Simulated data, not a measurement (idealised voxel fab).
Process module in this document: voxel self aligned contacts
We display cut, a cross-section 195 nm in width whose square cells are each 5 nm.
Cross-section format: a grid of square cells, given as bands from top to bottom; each band is one or more rows of cells. Top height, bottom height, nm. Materials left to right, width each, nm. Single material + "throughout" = fills band edge to edge. "blank" = empty. Heights are reckoned from 0. Under this level, the received wafer is all of one material. The bottommost band is open-ended downward, for example "0 down". The two numbers in a width such as "30..40" mark its ends across the band: the first belongs to the top row of cells, the second to the bottom row, and from each row to the next the width moves by the same amount. A step reported as "no modifications" is a step in which no cell of the cross-section changed. Listed in "Unvented voids": every empty space of 8 or more cells without an open way to the top. Form: width x height at distance, the distance being from the left edge, all in nm. Note: text after step settings on the step line = simulator remark on that step. What "overlay nm" on a step's line means: if the step has a mask, that mask lay this far to the right of its planned place, or, when the value is negative, to the left.
The process steps that were planned are listed below:
1,RECEIVE | material Si
2,CONFORMAL_DEP | material SiO2 | thk nm 5
3,DIRECTIONAL_DEP | material polySi | thk nm 30
4,DIRECTIONAL_DEP | material SiN | thk nm 15
5,PATTERN | tone cover | mask id GATE | material resist | width nm 30 | pitch nm 65 | thk nm 15 | overlay nm 0
6,DIRECTIONAL_ETCH | etch materials SiN | depth nm 15
7,DIRECTIONAL_ETCH | etch materials polySi | depth nm 30
8,STRIP | etch materials resist
9,CONFORMAL_DEP | material SiN | thk nm 5
10,DIRECTIONAL_ETCH | etch materials SiN | depth nm 5
11,FILL_DEP | material SiO2 | thk nm 15
12,CMP | height nm 60
13,MASKED_ETCH | tone open | mask id CONTACT | width nm 45 | pitch nm 65 | etch materials SiO2 | depth nm 60 | overlay nm 0
14,CONFORMAL_DEP | material TiN | thk nm 5
15,FILL_DEP | material Ru | thk nm 5
16,CMP | height nm 60
17,CONFORMAL_DEP | material SiCN | thk nm 5
First of two wafers, with the run carried out as planned:
The cross-section here shows the wafer as received, i.e. in its state after step 1:
0 down  Si throughout
Unvented voids: none
After step 2: wafer cross-section:
5 to 0  SiO2 throughout
Anything lower than 0 is untouched.
After step 3: wafer cross-section:
35 to 5  polySi throughout
Anything lower than 5 is untouched.
After step 4: wafer cross-section:
50 to 35  SiN throughout
Anything lower than 35 is untouched.
After step 5: wafer cross-section:
65 to 50  blank (15) | resist (30) | blank (35) | resist (30) | blank (35) | resist (30) | blank (20)
Anything lower than 50 is untouched.
After step 6: wafer cross-section:
65 to 50  blank (15) | resist (30) | blank (35) | resist (30) | blank (35) | resist (30) | blank (20)
50 to 35  blank (15) | SiN (30) | blank (35) | SiN (30) | blank (35) | SiN (30) | blank (20)
Anything lower than 35 is untouched.
After step 7: wafer cross-section:
65 to 50  blank (15) | resist (30) | blank (35) | resist (30) | blank (35) | resist (30) | blank (20)
50 to 35  blank (15) | SiN (30) | blank (35) | SiN (30) | blank (35) | SiN (30) | blank (20)
35 to 5  blank (15) | polySi (30) | blank (35) | polySi (30) | blank (35) | polySi (30) | blank (20)
Anything lower than 5 is untouched.
After step 8: wafer cross-section:
50 to 35  blank (15) | SiN (30) | blank (35) | SiN (30) | blank (35) | SiN (30) | blank (20)
Anything lower than 35 is untouched.
After step 9: wafer cross-section:
55 to 35  blank (10) | SiN (40) | blank (25) | SiN (40) | blank (25) | SiN (40) | blank (15)
35 to 10  blank (10) | SiN (5) | polySi (30) | SiN (5) | blank (25) | SiN (5) | polySi (30) | SiN (5) | blank (25) | SiN (5) | polySi (30) | SiN (5) | blank (15)
10 to 5  SiN (15) | polySi (30) | SiN (35) | polySi (30) | SiN (35) | polySi (30) | SiN (20)
Anything lower than 5 is untouched.
After step 10: wafer cross-section:
50 to 35  blank (10) | SiN (40) | blank (25) | SiN (40) | blank (25) | SiN (40) | blank (15)
35 to 5  blank (10) | SiN (5) | polySi (30) | SiN (5) | blank (25) | SiN (5) | polySi (30) | SiN (5) | blank (25) | SiN (5) | polySi (30) | SiN (5) | blank (15)
Anything lower than 5 is untouched.
After step 11: wafer cross-section:
65 to 50  SiO2 throughout
50 to 35  SiO2 (10) | SiN (40) | SiO2 (25) | SiN (40) | SiO2 (25) | SiN (40) | SiO2 (15)
35 to 5  SiO2 (10) | SiN (5) | polySi (30) | SiN (5) | SiO2 (25) | SiN (5) | polySi (30) | SiN (5) | SiO2 (25) | SiN (5) | polySi (30) | SiN (5) | SiO2 (15)
Anything lower than 5 is untouched.
After step 12: wafer cross-section:
60 to 50  SiO2 throughout
Anything lower than 50 is untouched.
After step 13: wafer cross-section:
60 to 50  SiO2 (40) | blank (45) | SiO2 (20) | blank (45) | SiO2 (45)
50 to 35  SiO2 (10) | SiN (40) | blank (25) | SiN (40) | blank (25) | SiN (40) | SiO2 (15)
35 to 5  SiO2 (10) | SiN (5) | polySi (30) | SiN (5) | blank (25) | SiN (5) | polySi (30) | SiN (5) | blank (25) | SiN (5) | polySi (30) | SiN (5) | SiO2 (15)
5 to 0  SiO2 (50) | blank (25) | SiO2 (40) | blank (25) | SiO2 (55)
Anything lower than 0 is untouched.
After step 14: wafer cross-section:
65 to 60  TiN (45) | blank (35) | TiN (30) | blank (35) | TiN (50)
60 to 50  SiO2 (40) | TiN (5..15) | blank (35..15) | TiN (5..15) | SiO2 (20) | TiN (5..15) | blank (35..15) | TiN (5..15) | SiO2 (45)
50 to 35  SiO2 (10) | SiN (40) | TiN (5) | blank (15) | TiN (5) | SiN (40) | TiN (5) | blank (15) | TiN (5) | SiN (40) | SiO2 (15)
35 to 5  SiO2 (10) | SiN (5) | polySi (30) | SiN (5) | TiN (5) | blank (15) | TiN (5) | SiN (5) | polySi (30) | SiN (5) | TiN (5) | blank (15) | TiN (5) | SiN (5) | polySi (30) | SiN (5) | SiO2 (15)
5 to 0  SiO2 (50) | TiN (25) | SiO2 (40) | TiN (25) | SiO2 (55)
Anything lower than 0 is untouched.
After step 15: wafer cross-section:
70 to 65  Ru throughout
65 to 60  TiN (45) | Ru (35) | TiN (30) | Ru (35) | TiN (50)
60 to 50  SiO2 (40) | TiN (5..15) | Ru (35..15) | TiN (5..15) | SiO2 (20) | TiN (5..15) | Ru (35..15) | TiN (5..15) | SiO2 (45)
50 to 35  SiO2 (10) | SiN (40) | TiN (5) | Ru (15) | TiN (5) | SiN (40) | TiN (5) | Ru (15) | TiN (5) | SiN (40) | SiO2 (15)
35 to 5  SiO2 (10) | SiN (5) | polySi (30) | SiN (5) | TiN (5) | Ru (15) | TiN (5) | SiN (5) | polySi (30) | SiN (5) | TiN (5) | Ru (15) | TiN (5) | SiN (5) | polySi (30) | SiN (5) | SiO2 (15)
Anything lower than 5 is untouched.
After step 16: wafer cross-section:
60 to 50  SiO2 (40) | TiN (5..15) | Ru (35..15) | TiN (5..15) | SiO2 (20) | TiN (5..15) | Ru (35..15) | TiN (5..15) | SiO2 (45)
Anything lower than 50 is untouched.
After step 17: wafer cross-section:
65 to 60  SiCN throughout
Anything lower than 60 is untouched.
Second wafer, same starting state and plan as the first, one mistake in the run, identical through step 12:
Cross-section of the second wafer at the time step 13 of the plan should have ended:
60 to 50  blank (40) | SiO2 (45) | blank (20) | SiO2 (45) | blank (45)
50 to 35  blank (10) | SiN (40) | SiO2 (25) | SiN (40) | SiO2 (25) | SiN (40) | blank (15)
35 to 5  blank (10) | SiN (5) | polySi (30) | SiN (5) | SiO2 (25) | SiN (5) | polySi (30) | SiN (5) | SiO2 (25) | SiN (5) | polySi (30) | SiN (5) | blank (15)
5 to 0  blank (10) | SiO2 (170) | blank (15)
Anything lower than 0 is untouched.
Cross-section of the second wafer at the time step 14 of the plan should have ended:
65 to 60  blank (35) | TiN (55) | blank (10) | TiN (55) | blank (40)
60 to 55  blank (35) | TiN (5) | SiO2 (45) | TiN (5) | blank (10) | TiN (5) | SiO2 (45) | TiN (5) | blank (40)
55 to 50  blank (5) | TiN (35) | SiO2 (45) | TiN (20) | SiO2 (45) | TiN (35) | blank (10)
50 to 35  blank (5) | TiN (5) | SiN (40) | SiO2 (25) | SiN (40) | SiO2 (25) | SiN (40) | TiN (5) | blank (10)
35 to 5  blank (5) | TiN (5) | SiN (5) | polySi (30) | SiN (5) | SiO2 (25) | SiN (5) | polySi (30) | SiN (5) | SiO2 (25) | SiN (5) | polySi (30) | SiN (5) | TiN (5) | blank (10)
5 to 0  TiN (10) | SiO2 (170) | TiN (15)
Anything lower than 0 is untouched.
Cross-section of the second wafer at the time step 15 of the plan should have ended:
70 to 65  Ru throughout
65 to 60  Ru (35) | TiN (55) | Ru (10) | TiN (55) | Ru (40)
60 to 55  Ru (35) | TiN (5) | SiO2 (45) | TiN (5) | Ru (10) | TiN (5) | SiO2 (45) | TiN (5) | Ru (40)
55 to 50  Ru (5) | TiN (35) | SiO2 (45) | TiN (20) | SiO2 (45) | TiN (35) | Ru (10)
50 to 35  Ru (5) | TiN (5) | SiN (40) | SiO2 (25) | SiN (40) | SiO2 (25) | SiN (40) | TiN (5) | Ru (10)
35 to 5  Ru (5) | TiN (5) | SiN (5) | polySi (30) | SiN (5) | SiO2 (25) | SiN (5) | polySi (30) | SiN (5) | SiO2 (25) | SiN (5) | polySi (30) | SiN (5) | TiN (5) | Ru (10)
Anything lower than 5 is untouched.
Cross-section of the second wafer at the time step 16 of the plan should have ended:
60 to 55  Ru (35) | TiN (5) | SiO2 (45) | TiN (5) | Ru (10) | TiN (5) | SiO2 (45) | TiN (5) | Ru (40)
Anything lower than 55 is untouched.
Cross-section of the second wafer at the time step 17 of the plan should have ended:
65 to 60  SiCN throughout
Anything lower than 60 is untouched.
Short version of what went wrong: in deviation from the planned setting, step 13 was conducted as MASKED_ETCH | tone cover | mask id CONTACT | width nm 45 | pitch nm 65 | etch materials SiO2 | depth nm 60 | overlay nm 0
Per the end-of-run cell counts, the second wafer holds more or fewer of some materials than the first: 27 fewer of Ru | 44 more of SiO2 | 17 fewer of TiN
